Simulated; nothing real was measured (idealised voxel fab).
process module | voxel wiring stack
cross-section cut | 190 nm wide | cells 5 nm
A cross-section is a grid of square cells, given in bands from the top down. A band is one or more rows of cells.
Each band's line starts with the height of the band's top and of its bottom, in nm. Then come its materials from left to right, each with its width in nm. One material with "throughout" fills the band from edge to edge. "air" is empty space.
Height 0 is the level under which the wafer as received is all one material. The lowest band goes on downwards, as in "0 down".
A width such as "30 to 40" changes by the same amount from each row of cells to the next, from the band's top row to its bottom row.
"no change" after a step means that no cell of the cross-section changed.
closed voids: empty space of 8 cells or more with no open way to the top, each as width x height at its distance from the left edge, in nm
after a step's settings: what the simulator itself notes on the step
overlay nm, on a step with a mask: how far to the right of its planned place the mask lay; to the left if negative
plan
1 op RECEIVE | material Si
2 op CONFORMAL_DEP | material SiO2 | thk nm 15
3 op CONFORMAL_DEP | material SiN | thk nm 5
4 op DIRECTIONAL_DEP | material SiO2 | thk nm 20
5 op PATTERN | tone open | mask id METAL_1 | material resist | width nm 25 | pitch nm 40 | thk nm 20 | overlay nm 0
6 op DIRECTIONAL_ETCH | etch materials SiO2 | depth nm 20
7 op DIRECTIONAL_ETCH | etch materials SiN | depth nm 5
8 op STRIP | etch materials resist
9 op CONFORMAL_DEP | material TiN | thk nm 5
10 op FILL_DEP | material W | thk nm 5
11 op CMP | height nm 40
12 op EPI | material Ru | thk nm 5
13 op FILL_DEP | material SiCN | thk nm 5
14 op DIRECTIONAL_DEP | material SiO2 | thk nm 30
15 op DIRECTIONAL_DEP | material aC | thk nm 10
16 op PATTERN | tone open | mask id METAL_2 | material resist | width nm 25 | pitch nm 40 | thk nm 30 | overlay nm 0
17 op DIRECTIONAL_ETCH | etch materials aC | depth nm 10
18 op STRIP | etch materials resist
19 op DIRECTIONAL_ETCH | etch materials SiO2 | depth nm 15
20 op STRIP | etch materials aC
21 op PATTERN | tone open | mask id METAL_2_HOLES | material resist | width nm 15 | thk nm 15 | overlay nm 0
22 op DIRECTIONAL_ETCH | etch materials SiO2 | depth nm 15
23 op DIRECTIONAL_ETCH | etch materials SiCN | depth nm 5
24 op STRIP | etch materials resist
25 op CONFORMAL_DEP | material TiN | thk nm 5
26 op FILL_DEP | material Ru | thk nm 10
27 op CMP | height nm 80
28 op CONFORMAL_DEP | material SiCN | thk nm 5
29 op DIRECTIONAL_DEP | material SiO2 | thk nm 15
30 op DIRECTIONAL_DEP | material aC | thk nm 15
31 op PATTERN | tone open | mask id PLUG_2 | material resist | width nm 15 | thk nm 35 | overlay nm 0
32 op DIRECTIONAL_ETCH | etch materials aC | depth nm 15
33 op STRIP | etch materials resist
34 op DIRECTIONAL_ETCH | etch materials SiO2 | depth nm 15
35 op DIRECTIONAL_ETCH | etch materials SiCN | depth nm 5
36 op STRIP | etch materials aC
37 op CONFORMAL_DEP | material TiN | thk nm 5
38 op FILL_DEP | material Ru | thk nm 5
39 op CMP | height nm 100
40 op DIRECTIONAL_DEP | material TiN | thk nm 5
41 op DIRECTIONAL_DEP | material W | thk nm 20
42 op PATTERN | tone cover | mask id METAL_3 | material resist | width nm 25 | pitch nm 40 | thk nm 20 | overlay nm 0
43 op DIRECTIONAL_ETCH | etch materials W | depth nm 20
44 op DIRECTIONAL_ETCH | etch materials TiN | depth nm 5
45 op STRIP | etch materials resist
46 op CONFORMAL_DEP | material SiN | thk nm 5
47 op FILL_DEP | material SiO2 | thk nm 5
48 op CMP | height nm 125
49 op CONFORMAL_DEP | material SiCN | thk nm 5
as received, after step 1
  0 down: Si throughout
  closed voids: none
first wafer at the end, as planned
  130 to 125: SiCN throughout
  125 to 105: SiO2 55 | SiN 5 | W 25 | SiN 5 | SiO2 5 | SiN 5 | W 25 | SiN 5 | SiO2 60
  105 to 100: SiN 60 | TiN 25 | SiN 15 | TiN 25 | SiN 65
  100 to 85: SiO2 60 | TiN 5 | Ru 5 | TiN 5 | SiO2 115
  85 to 80: SiCN 60 | TiN 15 | SiCN 115
  80 to 70: SiO2 60 | TiN 5 | Ru 15 | TiN 5 | SiO2 15 | TiN 5 | Ru 15 | TiN 5 | SiO2 65
  70 to 65: SiO2 60 | TiN 5 | Ru 5 | TiN 15 | SiO2 15 | TiN 25 | SiO2 65
  65 to 50: SiO2 60 | TiN 5 | Ru 5 | TiN 5 | SiO2 115
  50 to 45: SiCN 60 | TiN 15 | SiCN 115
  45 to 40: SiCN 55 | Ru 35 | SiCN 5 | Ru 35 | SiCN 60
  40 to 20: SiO2 60 | TiN 5 | W 15 | TiN 5 | SiO2 15 | TiN 5 | W 15 | TiN 5 | SiO2 65
  20 to 15: SiN 60 | TiN 25 | SiN 15 | TiN 25 | SiN 65
  15 to 0: SiO2 throughout
  0 down: Si throughout
  closed voids: none
second wafer at the end: like start, like plan, one mistake
  130 to 125: SiCN throughout
  125 to 105: SiO2 55 | SiN 5 | W 25 | SiN 5 | SiO2 5 | SiN 5 | W 25 | SiN 5 | SiO2 60
  105 to 100: SiN 60 | TiN 25 | SiN 15 | TiN 25 | SiN 65
  100 to 95: SiCN 60 | TiN 15 | SiCN 115
  95 to 85: Ru throughout
  85 to 80: TiN 65 | Ru 15 | TiN 25 | Ru 15 | TiN 70
  80 to 70: SiO2 60 | TiN 5 | Ru 15 | TiN 5 | SiO2 15 | TiN 5 | Ru 15 | TiN 5 | SiO2 65
  70 to 65: SiO2 60 | TiN 5 | Ru 5 | TiN 15 | SiO2 15 | TiN 25 | SiO2 65
  65 to 50: SiO2 60 | TiN 5 | Ru 5 | TiN 5 | SiO2 115
  50 to 45: SiCN 60 | TiN 15 | SiCN 115
  45 to 40: SiCN 55 | Ru 35 | SiCN 5 | Ru 35 | SiCN 60
  40 to 20: SiO2 60 | TiN 5 | W 15 | TiN 5 | SiO2 15 | TiN 5 | W 15 | TiN 5 | SiO2 65
  20 to 15: SiN 60 | TiN 25 | SiN 15 | TiN 25 | SiN 65
  15 to 0: SiO2 throughout
  0 down: Si throughout
  closed voids: none
what went wrong: step 27 was left out
at the end the second wafer has, in cells: 79 more of Ru | 105 fewer of SiO2 | 26 more of TiN
